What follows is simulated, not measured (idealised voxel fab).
Process module heading - voxel quadruple lines
We display cut, a cross-section 205 nm in width whose square cells are each 5 nm.
Cross-section spec: square-cell grid; bands listed top down; each band is one or more rows.
Heads up on the band format: heights come first, top then bottom, in nm. After that it's the materials left to right, each with its width in nm. A single material flagged "edge to edge" fills the whole band edge to edge, and "blank" means there's empty space there.
For the purposes of this specification, 0 denotes the height below which the wafer in its as-received condition is composed wholly of one material, and the lowermost band, lacking a lower limit, extends downward without end, as expressed in "z 0 and below".
With a width like "30->40", each row of cells in the band differs from the next by the same amount, the top row carrying the first number and the bottom row the second.
Step note "remains unaltered" = no cross-section cell changed.
"Closed void roster": empty spaces of 8 cells or more with no open way to the top, each given as width x height at distance, distance from the left edge, all in nm.
It should be noted that, on the line of a given step, the content following the step's settings is a remark produced by the simulator itself with respect to that step.
On any step carrying a mask, the "overlay nm" setting, if present on the step's line, tells how far right of its planned place the mask lay; negative values point to the left.

**The steps planned for the process are as follows**
| 1 | RECEIVE (material Si) |
| 2 | CONFORMAL_DEP (material Al2O3; thk nm 5) |
| 3 | DIRECTIONAL_DEP (material W; thk nm 10) |
| 4 | DIRECTIONAL_DEP (material polySi; thk nm 20) |
| 5 | DIRECTIONAL_DEP (material aC; thk nm 20) |
| 6 | PATTERN (tone cover; mask id MANDREL; material resist; width nm 25; thk nm 30; overlay nm 0) |
| 7 | DIRECTIONAL_ETCH (etch materials aC; depth nm 20) |
| 8 | STRIP (etch materials resist) |
| 9 | CONFORMAL_DEP (material SiO2; thk nm 15) |
| 10 | DIRECTIONAL_ETCH (etch materials SiO2; depth nm 15) |
| 11 | STRIP (etch materials aC) |
| 12 | DIRECTIONAL_ETCH (etch materials polySi; depth nm 20) |
| 13 | STRIP (etch materials SiO2) |
| 14 | CONFORMAL_DEP (material SiN; thk nm 5) |
| 15 | DIRECTIONAL_ETCH (etch materials SiN; depth nm 5) |
| 16 | STRIP (etch materials polySi) |
| 17 | DIRECTIONAL_ETCH (etch materials W; depth nm 10) |
| 18 | STRIP (etch materials SiN) |

**This is the cross-section of the wafer as we received it, i.e. after step 1**
	z 0 and below | Si edge to edge
	Closed void roster: none

**The first of the two wafers as seen in cross-section once the module was finished; processing followed the plan**
	z 15 to 5 | 70 of blank | 5 of W | 15 of blank | 5 of W | 15 of blank | 5 of W | 15 of blank | 5 of W | 70 of blank
	z 5 to 0 | Al2O3 edge to edge
	z 0 and below | Si edge to edge
	Closed void roster: none

**The second wafer, shown in cross-section after the module: started the same way as the first and given the same plan, yet one mistake crept into how it was run**
	z 15 to 5 | 65 of blank | 5 of W | 15 of blank | 5 of W | 15 of blank | 5 of W | 15 of blank | 5 of W | 75 of blank
	z 5 to 0 | Al2O3 edge to edge
	z 0 and below | Si edge to edge
	Closed void roster: none
Against the plan, the run slipped here: it should be noted that step 6 was executed with settings other than those planned, the operation and settings actually applied being PATTERN (tone cover; mask id MANDREL; material resist; width nm 25; thk nm 30; overlay nm -5)
Both wafers, final: cells per material equal; arrangement not.
